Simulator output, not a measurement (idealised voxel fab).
voxel wiring stack: a process module
In the cross-section labelled cut, the width is 225 nm and each square cell is 5 nm.
This document writes a cross-section as a grid whose cells are square, and gives it as bands, listed from the top down; one or more rows of cells form a band. Per band: top height and bottom height in nm, followed by the left-to-right materials and their widths in nm; "edge to edge" marks a single material spanning edge to edge, "empty" marks empty space. Measure heights from 0. That's the level where, below it, the as-received wafer is all one material. The lowest band is bottomless and extends downward; write it as in "z 0 and below". It should be noted that a width expressed as "30->40" varies in equal increments from row to row of cells within the band, taking the value of the first number at the top row and that of the second number at the bottom row. The cross-section has no changed cell in any step marked "same as before". You'll see "Listed closed voids" listing empty spaces that have no way open to the top, as long as they're 8 cells or more; the notation is width x height at distance, where the distance is from the left edge, and all of it is in nm. What comes after the settings on a step's line is commentary from the simulator itself on that step. overlay nm, on a step with a mask: how far to the right of its planned place the mask lay; to the left if negative.
[Process steps (planned)]
1. RECEIVE, material Si
2. CONFORMAL_DEP, material SiO2, thk nm 10
3. CONFORMAL_DEP, material SiN, thk nm 5
4. DIRECTIONAL_DEP, material SiO2, thk nm 20
5. DIRECTIONAL_DEP, material aC, thk nm 10
6. PATTERN, tone open, mask id METAL_1, material resist, width nm 30, pitch nm 55, thk nm 25, overlay nm 0
7. DIRECTIONAL_ETCH, etch materials aC, depth nm 10
8. STRIP, etch materials resist
9. DIRECTIONAL_ETCH, etch materials SiO2, depth nm 20
10. DIRECTIONAL_ETCH, etch materials SiN, depth nm 5
11. STRIP, etch materials aC
12. CONFORMAL_DEP, material TiN, thk nm 5
13. FILL_DEP, material Cu, thk nm 5
14. CMP, height nm 35
15. CONFORMAL_DEP, material SiCN, thk nm 5
16. DIRECTIONAL_DEP, material lowk, thk nm 10
17. DIRECTIONAL_DEP, material aC, thk nm 10
18. PATTERN, tone open, mask id PLUG_1, material resist, width nm 15, thk nm 30, overlay nm 0
19. DIRECTIONAL_ETCH, etch materials aC, depth nm 10
20. STRIP, etch materials resist
21. DIRECTIONAL_ETCH, etch materials lowk, depth nm 10
22. DIRECTIONAL_ETCH, etch materials SiCN, depth nm 5
23. STRIP, etch materials aC
24. EPI, material Ru, thk nm 10
25. EPI, material Ru, thk nm 5
26. CONFORMAL_DEP, material SiN, thk nm 5
27. DIRECTIONAL_DEP, material lowk, thk nm 15
28. DIRECTIONAL_DEP, material aC, thk nm 15
29. PATTERN, tone open, mask id METAL_2, material resist, width nm 30, pitch nm 55, thk nm 30, overlay nm 0
30. DIRECTIONAL_ETCH, etch materials aC, depth nm 15
31. STRIP, etch materials resist
32. DIRECTIONAL_ETCH, etch materials lowk, depth nm 15
33. DIRECTIONAL_ETCH, etch materials SiN, depth nm 5
34. STRIP, etch materials aC
35. CONFORMAL_DEP, material TiN, thk nm 5
36. FILL_DEP, material Ru, thk nm 10
37. CMP, height nm 70
38. CONFORMAL_DEP, material SiCN, thk nm 5
39. DIRECTIONAL_DEP, material SiO2, thk nm 30
40. PATTERN, tone open, mask id METAL_3_HOLES, material resist, width nm 15, thk nm 20, overlay nm 0
41. DIRECTIONAL_ETCH, etch materials SiO2, depth nm 30
42. STRIP, etch materials resist
43. MASKED_ETCH, tone open, mask id METAL_3, width nm 30, pitch nm 55, etch materials SiO2, depth nm 15, overlay nm 0
44. MASKED_ETCH, tone open, mask id METAL_3, width nm 30, pitch nm 55, etch materials SiCN, depth nm 5, overlay nm 0
45. CONFORMAL_DEP, material TiN, thk nm 5
46. FILL_DEP, material Ru, thk nm 10
47. CMP, height nm 105
48. CONFORMAL_DEP, material SiCN, thk nm 5
[Cross-section, incoming material, after step 1]
- z 0 and below  Si edge to edge
- Listed closed voids: none
[Here's the wafer cut in cross-section after the module, started and planned just like above, except one thing was done wrong in the run]
- z 110 to 105  SiCN edge to edge
- z 105 to 95  SiO2 70 nm, TiN 5 nm, Ru 20 nm, TiN 5 nm, SiO2 25 nm, TiN 5 nm, Ru 20 nm, TiN 5 nm, SiO2 70 nm
- z 95 to 90  SiO2 70 nm, TiN 5 nm, Ru 5 nm, TiN 20 nm, SiO2 25 nm, TiN 30 nm, SiO2 70 nm
- z 90 to 75  SiO2 70 nm, TiN 5 nm, Ru 5 nm, TiN 5 nm, SiO2 140 nm
- z 75 to 70  SiCN 70 nm, TiN 15 nm, SiCN 140 nm
- z 70 to 60  Ru edge to edge
- z 60 to 55  TiN 75 nm, Ru 20 nm, TiN 35 nm, Ru 20 nm, TiN 75 nm
- z 55 to 50  SiN 70 nm, TiN 30 nm, SiN 25 nm, TiN 30 nm, SiN 70 nm
- z 50 to 40  lowk 70 nm, Ru 15 nm, lowk 140 nm
- z 40 to 35  SiCN 70 nm, Ru 15 nm, SiCN 140 nm
- z 35 to 15  SiO2 70 nm, TiN 5 nm, Cu 20 nm, TiN 5 nm, SiO2 25 nm, TiN 5 nm, Cu 20 nm, TiN 5 nm, SiO2 70 nm
- z 15 to 10  SiN 70 nm, TiN 30 nm, SiN 25 nm, TiN 30 nm, SiN 70 nm
- z 10 to 0  SiO2 edge to edge
- z 0 and below  Si edge to edge
- Listed closed voids: none
Want to know what went wrong? step 27 of the plan was bypassed and not carried out
